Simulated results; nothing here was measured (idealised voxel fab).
A process module follows: voxel quadruple lines.
Section cut is 280 nm wide and gridded with 5 nm square cells.
For the purposes of this document, a cross-section shall be understood as a grid of square cells, specified as bands listed in top-to-bottom order, each band consisting of one or more rows of cells. It is stipulated that each band's entry specify, in nanometres, the height of the top of the band and then that of its bottom, followed by the materials of the band in left-to-right sequence, each together with its width in nanometres. A single material marked by the word "edge to edge" is understood to fill the band from edge to edge; the word "air" is understood to denote empty space. Beneath 0, the wafer as received is one material, and that level is where height counting begins. The lowest band goes on downward without a bottom; it is written like "0 and below". It should be noted that a width expressed as "30->40" varies in equal increments from row to row of cells within the band, taking the value of the first number at the top row and that of the second number at the bottom row. Basically "remains unaltered" means that step didn't change any cell in the cross-section. "Completely sealed voids" - sealed voids, min. 8 cells, no opening to top; format: width x height at distance (distance from left edge; nm throughout). Anything after a step's settings on that line? It's the simulator's own note about the step. A step line may carry the setting "overlay nm", which, for steps involving a mask, states the distance by which the mask lay to the right of its intended position; negative values denote displacement to the left.

[Set out below are the planned steps of the process]
1 RECEIVE, material Si
2 CONFORMAL_DEP, material SiO2, thk nm 5
3 DIRECTIONAL_DEP, material W, thk nm 10
4 DIRECTIONAL_DEP, material polySi, thk nm 15
5 DIRECTIONAL_DEP, material aC, thk nm 25
6 PATTERN, tone cover, mask id MANDREL, material resist, width nm 30, thk nm 35, overlay nm 0
7 DIRECTIONAL_ETCH, etch materials aC, depth nm 25
8 STRIP, etch materials resist
9 CONFORMAL_DEP, material SiO2, thk nm 10
10 DIRECTIONAL_ETCH, etch materials SiO2, depth nm 10
11 STRIP, etch materials aC
12 DIRECTIONAL_ETCH, etch materials polySi, depth nm 15
13 STRIP, etch materials SiO2
14 CONFORMAL_DEP, material SiN, thk nm 10
15 DIRECTIONAL_ETCH, etch materials SiN, depth nm 10
16 STRIP, etch materials polySi
17 DIRECTIONAL_ETCH, etch materials W, depth nm 10
18 STRIP, etch materials SiN

[Cross-section of the wafer at receipt, which is the condition after step 1]
	0 and below = Si edge to edge
	Completely sealed voids: none

[Run as planned - first of the two wafers cross-sectioned at the end of the module]
	15 down to 5 = air: 105, W: 10, air: 10, W: 10, air: 10, W: 10, air: 10, W: 10, air: 105
	5 down to 0 = SiO2 edge to edge
	0 and below = Si edge to edge
	Completely sealed voids: none

[second wafer at the end: like start, like plan, one mistake]
	10 down to 0 = air: 105, W: 10, air: 10, W: 10, air: 10, W: 10, air: 10, W: 10, air: 105
	0 and below = Si edge to edge
	Completely sealed voids: none
Deviation from plan: heads up, step 2 of the plan was skipped and never actually ran
In the final state, the cell counts of the second wafer exceed or fall short of those of the first for the following materials: SiO2 -56
